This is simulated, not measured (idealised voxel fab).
The following is a process module called voxel fin reveal.
Section shown: cut. Width: 290 nm. Cell size: 5 nm, square.
Bands, listed from the top down, are how a cross-section gets written in this document; the cross-section itself is a grid of square cells, and a band is one or more rows of them. It is stipulated that each band's entry specify, in nanometres, the height of the top of the band and then that of its bottom, followed by the materials of the band in left-to-right sequence, each together with its width in nanometres. A single material marked by the word "throughout" is understood to fill the band from edge to edge; the word "empty" is understood to denote empty space. Ref level 0: as-received wafer is one material below here. Bottom band extends down with no lower bound ("0 and below"). Note: "30..40" means the width goes from the first number (top row of the band) to the second number (bottom row) in equal steps per row of cells. Key: "changes: none" - step with no changed cell in the cross-section. Empty spaces counting at least 8 cells and having no open way to the top are listed in "Encapsulated voids". The notation width x height at distance is used for each, the distance being from the left edge and all three values in nm. Read whatever lies past the settings on a step's line as the simulator's own remark about the step. The line of a step may include "overlay nm". On a step with a mask, this value is how far to the right of its planned place the mask lay. A negative value means the mask lay to the left.

Here's what the planned process steps look like
| 1 | RECEIVE (material Si) |
| 2 | CONFORMAL_DEP (material SiN; thk nm 5) |
| 3 | DIRECTIONAL_DEP (material aC; thk nm 10) |
| 4 | PATTERN (tone cover; mask id FINS; material resist; width nm 15; pitch nm 35; thk nm 30; overlay nm 0) |
| 5 | DIRECTIONAL_ETCH (etch materials aC; depth nm 10) |
| 6 | STRIP (etch materials resist) |
| 7 | DIRECTIONAL_ETCH (etch materials SiN; depth nm 5) |
| 8 | DIRECTIONAL_ETCH (etch materials Si; depth nm 30) |
| 9 | STRIP (etch materials aC) |
| 10 | OXIDIZE (depth nm 5) |
| 11 | FILL_DEP (material SiO2; thk nm 15) |
| 12 | CMP (height nm 5) |
| 13 | SELECTIVE_ETCH (etch materials SiO2; depth nm 20) |
| 14 | STRIP (etch materials SiN) |
| 15 | CONFORMAL_DEP (material HfO2; thk nm 5) |

Cross-section: wafer on arrival = after step 1
  0 and below = Si throughout
  Encapsulated voids: none

Here's the wafer cut in cross-section after the module, started and planned just like above, except one thing was done wrong in the run
  5 down to 0 = HfO2 120, empty 15, HfO2 20, empty 15, HfO2 120
  0 down to -10 = Si 115, HfO2 5, empty 15, HfO2 5, Si 10, HfO2 5, empty 15, HfO2 5, Si 115
  -10 down to -15 = Si 115, HfO2 25, Si 10, HfO2 25, Si 115
  -15 down to -35 = Si 115, SiO2 25, Si 10, SiO2 25, Si 115
  -35 and below = Si throughout
  Encapsulated voids: none
What broke from the plan during processing? not per plan at step 4, really ran PATTERN (tone open; mask id FINS; material resist; width nm 15; pitch nm 35; thk nm 30; overlay nm 0)
